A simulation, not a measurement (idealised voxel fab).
The name of this process module is voxel ribs on slabs.
The cross-section shown here is cut; it is 260 nm wide and divided into square cells measuring 5 nm on a side.
This document writes a cross-section as a grid whose cells are square, and gives it as bands, listed from the top down; one or more rows of cells form a band.
Within each band entry, the heights of the top and of the bottom of the band appear first, in that order and in nm; the materials of the band then follow from left to right, each with its corresponding width in nm. The designation "full width" on a single material indicates that it fills the band from edge to edge; the designation "empty" indicates empty space.
All heights in this document are referenced to 0, defined as the level beneath which the wafer, as received, consists entirely of one material. The lowest band is not bounded below; it extends indefinitely downward and is written in the form "top 0, no bottom".
A two-number width, for instance "30 to 40", indicates that the width is equal to the first number in the top row of the band and to the second number in the bottom row, and that it changes by a constant amount per row of cells.
Any step labelled "nothing was modified" changed none of the cells in the cross-section.
Enclosed voids (no open way to top), threshold 8 cells or more, entry "Enclosed void list", notation width x height at distance, distance from left edge, nm.
Formally, on a step line, whatever follows the settings is a remark that the simulator itself makes on the step.
The "overlay nm" setting may appear on a step's line; for a step that uses a mask, it gives how far to the right of its planned position the mask lay, and a negative value indicates the left.
## Steps planned for the process
- 1: RECEIVE,material Si
- 2: DIRECTIONAL_DEP,material SiO2,thk nm 20
- 3: DIRECTIONAL_DEP,material SiN,thk nm 15
- 4: DIRECTIONAL_DEP,material aC,thk nm 10
- 5: PATTERN,tone cover,mask id RIB,material resist,width nm 20,thk nm 25,overlay nm 0
- 6: DIRECTIONAL_ETCH,etch materials aC,depth nm 10
- 7: STRIP,etch materials resist
- 8: DIRECTIONAL_ETCH,etch materials SiN,depth nm 10
- 9: STRIP,etch materials aC
- 10: MASKED_ETCH,tone cover,mask id SLAB,width nm 70,etch materials SiN,depth nm 5,overlay nm 0
- 11: FILL_DEP,material SiO2,thk nm 20
- 12: CMP,height nm 45
- 13: DIRECTIONAL_DEP,material TiN,thk nm 10
- 14: PATTERN,tone cover,mask id HEATER,material resist,width nm 30,thk nm 15,overlay nm 0
- 15: DIRECTIONAL_ETCH,etch materials TiN,depth nm 10
- 16: STRIP,etch materials resist
- 17: CONFORMAL_DEP,material SiO2,thk nm 10
## Cross-section, incoming material, after step 1
> top 0, no bottom  Si full width
> Enclosed void list: none
## The first of the two wafers as seen in cross-section once the module was finished; processing followed the plan
> top 65, bottom 55  105 of empty  50 of SiO2  105 of empty
> top 55, bottom 45  115 of SiO2  30 of TiN  115 of SiO2
> top 45, bottom 35  SiO2 full width
> top 35, bottom 25  120 of SiO2  20 of SiN  120 of SiO2
> top 25, bottom 20  95 of SiO2  70 of SiN  95 of SiO2
> top 20, bottom 0  SiO2 full width
> top 0, no bottom  Si full width
> Enclosed void list: none
## Cross-section at end of module for the second wafer of two, which matched the first in starting point and plan and differed by one mistake in its processing
> top 65, bottom 55  110 of empty  45 of SiO2  105 of empty
> top 55, bottom 45  120 of SiO2  25 of TiN  115 of SiO2
> top 45, bottom 35  SiO2 full width
> top 35, bottom 25  120 of SiO2  20 of SiN  120 of SiO2
> top 25, bottom 20  95 of SiO2  70 of SiN  95 of SiO2
> top 20, bottom 0  SiO2 full width
> top 0, no bottom  Si full width
> Enclosed void list: none
Against the plan, the run slipped here: it should be noted that step 14 was executed with settings other than those planned, the operation and settings actually applied being PATTERN,tone cover,mask id HEATER,material resist,width nm 25,thk nm 15,overlay nm 0
End check, counted in cells, second wafer has more or fewer of these materials than the first: TiN -2
